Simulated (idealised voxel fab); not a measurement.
Process module, titled voxel spacer lines
260 nm wide, 5 nm square cells: that's cross-section cut.
Cross-section spec: square-cell grid; bands listed top down; each band is one or more rows. A band entry consists of two parts. The first gives the height of the band's top and the height of its bottom, in nm. The rest lists the band's materials from left to right, each with its width in nm. A single material labelled with the word "everywhere" fills the band from edge to edge, and the word "air" marks empty space. Basically, 0 is our baseline, since under it the wafer straight out of the box is all one material. The bottom band has no lower end and keeps on going down, so it looks like "from 0 down". You'd read "30..40" like this: the band's top row of cells is as wide as the first number, its bottom row is as wide as the second, and going down, every row changes width by the same amount as the row before did. Where a step carries "no change", the cross-section came out of it unchanged, cell for cell. "Trapped voids" lists enclosed empty spaces (at least 8 cells, no open path upward to the top), each as width x height at distance from the left edge, in nm. Heads up: the bit after the settings on a step's line is the simulator's remark on that step. You can add "overlay nm" to a step's line. For a step with a mask, it describes how far the mask lay to the right of its planned position, and a negative number describes a lay to the left.

-- The steps planned for the process are as follows
1,RECEIVE | material Si
2,CONFORMAL_DEP | material Al2O3 | thk nm 10
3,DIRECTIONAL_DEP | material polySi | thk nm 10
4,DIRECTIONAL_DEP | material aC | thk nm 25
5,PATTERN | tone cover | mask id MANDREL | material resist | width nm 25 | pitch nm 80 | thk nm 35 | overlay nm 0
6,DIRECTIONAL_ETCH | etch materials aC | depth nm 25
7,STRIP | etch materials resist
8,CONFORMAL_DEP | material SiN | thk nm 15
9,DIRECTIONAL_ETCH | etch materials SiN | depth nm 15
10,STRIP | etch materials aC
11,DIRECTIONAL_ETCH | etch materials polySi | depth nm 10
12,STRIP | etch materials SiN

-- Concerning the first of two wafers, which was run in accordance with the plan

-- Shown in cross-section is the wafer as received, that is, as it stands after step 1
  from 0 down  Si everywhere
  Trapped voids: none

-- Wafer section view after processing step 2
  from 10 to 0  Al2O3 everywhere
  Note: structure below 0 unchanged.

-- Wafer section view after processing step 3
  from 20 to 10  polySi everywhere
  Note: structure below 10 unchanged.

-- Wafer section view after processing step 4
  from 45 to 20  aC everywhere
  Note: structure below 20 unchanged.

-- Wafer section view after processing step 5
  from 80 to 45  75 of air / 25 of resist / 55 of air / 25 of resist / 80 of air
  Note: structure below 45 unchanged.

-- Wafer section view after processing step 6
  from 55 to 45  75 of air / 25 of resist / 55 of air / 25 of resist / 80 of air
  from 45 to 20  75 of air / 25 of aC / 55 of air / 25 of aC / 80 of air
  Note: structure below 20 unchanged.

-- Wafer section view after processing step 7
  from 45 to 20  75 of air / 25 of aC / 55 of air / 25 of aC / 80 of air
  Note: structure below 20 unchanged.

-- Wafer section view after processing step 8
  from 60 to 45  60 of air / 55 of SiN / 25 of air / 55 of SiN / 65 of air
  from 45 to 35  60 of air / 15 of SiN / 25 of aC / 15 of SiN / 25 of air / 15 of SiN / 25 of aC / 15 of SiN / 65 of air
  from 35 to 20  75 of SiN / 25 of aC / 55 of SiN / 25 of aC / 80 of SiN
  Note: structure below 20 unchanged.

-- Wafer section view after processing step 9
  from 45 to 20  60 of air / 15 of SiN / 25 of aC / 15 of SiN / 25 of air / 15 of SiN / 25 of aC / 15 of SiN / 65 of air
  Note: structure below 20 unchanged.

-- Wafer section view after processing step 10
  from 45 to 20  60 of air / 15 of SiN / 25 of air / 15 of SiN / 25 of air / 15 of SiN / 25 of air / 15 of SiN / 65 of air
  Note: structure below 20 unchanged.

-- Wafer section view after processing step 11
  from 45 to 20  60 of air / 15 of SiN / 25 of air / 15 of SiN / 25 of air / 15 of SiN / 25 of air / 15 of SiN / 65 of air
  from 20 to 10  60 of air / 15 of polySi / 25 of air / 15 of polySi / 25 of air / 15 of polySi / 25 of air / 15 of polySi / 65 of air
  Note: structure below 10 unchanged.

-- Wafer section view after processing step 12
  from 20 to 10  60 of air / 15 of polySi / 25 of air / 15 of polySi / 25 of air / 15 of polySi / 25 of air / 15 of polySi / 65 of air
  Note: structure below 10 unchanged.

-- Wafer two of two - same starting point, same process plan, one mistake in execution; matches wafer one up to and including step 1

Cross-section of the second wafer at the time by which step 2 should have been completed according to the plan: no change

-- Cross-section of the second wafer at the time by which step 3 should have been completed according to the plan
  from 10 to 0  polySi everywhere
  Note: structure below 0 unchanged.

-- Cross-section of the second wafer at the time by which step 4 should have been completed according to the plan
  from 35 to 10  aC everywhere
  Note: structure below 10 unchanged.

-- Cross-section of the second wafer at the time by which step 5 should have been completed according to the plan
  from 70 to 35  75 of air / 25 of resist / 55 of air / 25 of resist / 80 of air
  Note: structure below 35 unchanged.

-- Cross-section of the second wafer at the time by which step 6 should have been completed according to the plan
  from 45 to 35  75 of air / 25 of resist / 55 of air / 25 of resist / 80 of air
  from 35 to 10  75 of air / 25 of aC / 55 of air / 25 of aC / 80 of air
  Note: structure below 10 unchanged.

-- Cross-section of the second wafer at the time by which step 7 should have been completed according to the plan
  from 35 to 10  75 of air / 25 of aC / 55 of air / 25 of aC / 80 of air
  Note: structure below 10 unchanged.

-- Cross-section of the second wafer at the time by which step 8 should have been completed according to the plan
  from 50 to 35  60 of air / 55 of SiN / 25 of air / 55 of SiN / 65 of air
  from 35 to 25  60 of air / 15 of SiN / 25 of aC / 15 of SiN / 25 of air / 15 of SiN / 25 of aC / 15 of SiN / 65 of air
  from 25 to 10  75 of SiN / 25 of aC / 55 of SiN / 25 of aC / 80 of SiN
  Note: structure below 10 unchanged.

-- Cross-section of the second wafer at the time by which step 9 should have been completed according to the plan
  from 35 to 10  60 of air / 15 of SiN / 25 of aC / 15 of SiN / 25 of air / 15 of SiN / 25 of aC / 15 of SiN / 65 of air
  Note: structure below 10 unchanged.

-- Cross-section of the second wafer at the time by which step 10 should have been completed according to the plan
  from 35 to 10  60 of air / 15 of SiN / 25 of air / 15 of SiN / 25 of air / 15 of SiN / 25 of air / 15 of SiN / 65 of air
  Note: structure below 10 unchanged.

-- Cross-section of the second wafer at the time by which step 11 should have been completed according to the plan
  from 35 to 10  60 of air / 15 of SiN / 25 of air / 15 of SiN / 25 of air / 15 of SiN / 25 of air / 15 of SiN / 65 of air
  from 10 to 0  60 of air / 15 of polySi / 25 of air / 15 of polySi / 25 of air / 15 of polySi / 25 of air / 15 of polySi / 65 of air
  Note: structure below 0 unchanged.

-- Cross-section of the second wafer at the time by which step 12 should have been completed according to the plan
  from 10 to 0  60 of air / 15 of polySi / 25 of air / 15 of polySi / 25 of air / 15 of polySi / 25 of air / 15 of polySi / 65 of air
  Note: structure below 0 unchanged.
Plan not followed: plan step 2: skipped, not run
The second wafer ends with more or fewer cells of some materials than the first, per final count: 104 fewer of Al2O3
